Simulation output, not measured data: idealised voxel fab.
Process module in this document: voxel fin reveal
This is section cut - it's 155 nm across, gridded in 5 nm square cells.
For the purposes of this document, a cross-section shall be understood as a grid of square cells, specified as bands listed in top-to-bottom order, each band consisting of one or more rows of cells.
What a band's entry tells you: where the top is and where the bottom is, as heights in nm, and after that what lies inside, material by material from left to right, each with its width in nm. Empty space is written as the word "air", and a single material marked with the word "edge to edge" occupies the band from edge to edge.
Height 0 is the level under which the wafer as received is all one material. The lowest band goes on downwards, as in "0 down".
The expression "30 to 40" gives the width at the extremes of the band, the first number at its top row of cells and the second at its bottom row, with the width changing by equal amounts from each row to the next in between.
It should be understood that the words "all unchanged", when stated for a given step, signify that the cross-section underwent no change in any of its cells during that step.
Basically, "Fully enclosed voids" tells you about the enclosed voids: empty spaces with no open way to the top, 8 cells or bigger, each written width x height at distance, where distance is from the left edge, all in nm.
Read whatever lies past the settings on a step's line as the simulator's own remark about the step.
The "overlay nm" setting may appear on a step's line; for a step that uses a mask, it gives how far to the right of its planned position the mask lay, and a negative value indicates the left.

Below is the list of planned process steps
1: RECEIVE | material Si
2: CONFORMAL_DEP | material SiN | thk nm 10
3: MASKED_ETCH | tone cover | mask id FINS | width nm 15 | pitch nm 35 | etch materials SiN | depth nm 10 | overlay nm 0
4: MASKED_ETCH | tone cover | mask id FINS | width nm 15 | pitch nm 35 | etch materials Si | depth nm 30 | overlay nm -15
5: OXIDIZE | depth nm 5
6: FILL_DEP | material SiO2 | thk nm 15
7: CMP | height nm 10
8: SELECTIVE_ETCH | etch materials SiO2 | depth nm 25
9: STRIP | etch materials SiN
For this document, wafers share an identical start and vary in the step 4 overlay nm; the plan quotes the first wafer's value.

Cross-section: the first of several wafers in its as-received state, i.e. following step 1
	0 down  Si edge to edge
	Fully enclosed voids: none

The rows of the table below are wafers. Looking at the end of the module, a row counts, for every material, the cells the wafer has gained, shown as (+), or lost, shown as (-), since it was received; its closed voids come next
overlay nm -15, -142 Si, +76 SiO2, Fully enclosed voids: none
overlay nm -10, -160 Si, +88 SiO2, Fully enclosed voids: none
overlay nm -5, -178 Si, +100 SiO2, Fully enclosed voids: none
overlay nm 0, -196 Si, +112 SiO2, Fully enclosed voids: none
overlay nm 5, -178 Si, +100 SiO2, Fully enclosed voids: none
overlay nm 10, -160 Si, +88 SiO2, Fully enclosed voids: none
overlay nm 15, -142 Si, +76 SiO2, Fully enclosed voids: none
